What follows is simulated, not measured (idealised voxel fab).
The following process module bears the name voxel self aligned vias.
We display cut, a cross-section 230 nm in width whose square cells are each 5 nm.
How to read a cross-section here: the picture is a grid of square cells, written as bands going from the top down, and any band can span one or more rows of cells. In this notation a band is specified by the heights of its top and bottom, in that order and in nm, after which its materials appear from left to right, each paired with its width in nm. The word "everywhere" attached to a single material means that material fills the band from edge to edge; the word "empty" stands for empty space. A quick word on heights: they are counted from 0, and under that level the wafer as it came to us is one material throughout. The lowest band is different from the rest in having no bottom; it simply continues downward, written as in "z 0 and below". So if you see something like "30->40" for the width, read it as the top row of the band sitting at the first number and the bottom row at the second, with every row in between moving by the same amount as the last. Reading "everything unchanged" for a step: not a cell of the cross-section changed in it. Basically, "Catalogued sealed voids" tells you about the enclosed voids: empty spaces with no open way to the top, 8 cells or bigger, each written width x height at distance, where distance is from the left edge, all in nm. Where a step's line continues beyond its settings, the continuation is a remark by the simulator itself on that step. What "overlay nm" on a step's line means: if the step has a mask, that mask lay this far to the right of its planned place, or, when the value is negative, to the left.
List of planned process steps
step 1: RECEIVE | material Si
step 2: CONFORMAL_DEP | material SiO2 | thk nm 15
step 3: CONFORMAL_DEP | material SiCN | thk nm 5
step 4: DIRECTIONAL_DEP | material lowk | thk nm 20
step 5: MASKED_ETCH | tone open | mask id LINES | width nm 30 | pitch nm 55 | etch materials lowk | depth nm 20 | overlay nm 0
step 6: CONFORMAL_DEP | material TiN | thk nm 5
step 7: FILL_DEP | material W | thk nm 10
step 8: CMP | height nm 40
step 9: SELECTIVE_ETCH | etch materials W Ru TiN | depth nm 5
step 10: FILL_DEP | material SiN | thk nm 10
step 11: CMP | height nm 40
step 12: DIRECTIONAL_DEP | material lowk | thk nm 20
step 13: DIRECTIONAL_DEP | material aC | thk nm 5
step 14: PATTERN | tone open | mask id VIAS | material resist | width nm 40 | thk nm 30 | overlay nm 0
step 15: DIRECTIONAL_ETCH | etch materials aC | depth nm 15
step 16: STRIP | etch materials resist
step 17: DIRECTIONAL_ETCH | etch materials lowk | depth nm 20
step 18: DIRECTIONAL_ETCH | etch materials SiN | depth nm 5
step 19: STRIP | etch materials aC
step 20: CONFORMAL_DEP | material TiN | thk nm 5
step 21: FILL_DEP | material W | thk nm 10
step 22: CMP | height nm 60
step 23: CONFORMAL_DEP | material SiN | thk nm 5
Same starting wafers, different thk nm at step 13. Plan value belongs to the first wafer.
The first of several wafers in cross-section, exactly as it reached us after step 1
  z 0 and below | Si everywhere
  Catalogued sealed voids: none
Per wafer, end of module: cells gained (+) or lost (-) per material since receipt, then closed voids
thk nm 5; +46 SiCN; +52 SiN; +138 SiO2; +36 TiN; +38 W; +288 lowk; Catalogued sealed voids: none
thk nm 10; +46 SiCN; +52 SiN; +138 SiO2; +36 TiN; +38 W; +288 lowk; Catalogued sealed voids: none
thk nm 15; +46 SiCN; +52 SiN; +138 SiO2; +36 TiN; +38 W; +288 lowk; Catalogued sealed voids: none
thk nm 20; +46 SiCN; +58 SiN; +138 SiO2; +20 TiN; +16 W; +320 lowk; Catalogued sealed voids: none
thk nm 25; +46 SiCN; +58 SiN; +138 SiO2; +20 TiN; +16 W; +320 lowk; Catalogued sealed voids: none
thk nm 30; +46 SiCN; +58 SiN; +138 SiO2; +20 TiN; +16 W; +320 lowk; Catalogued sealed voids: none
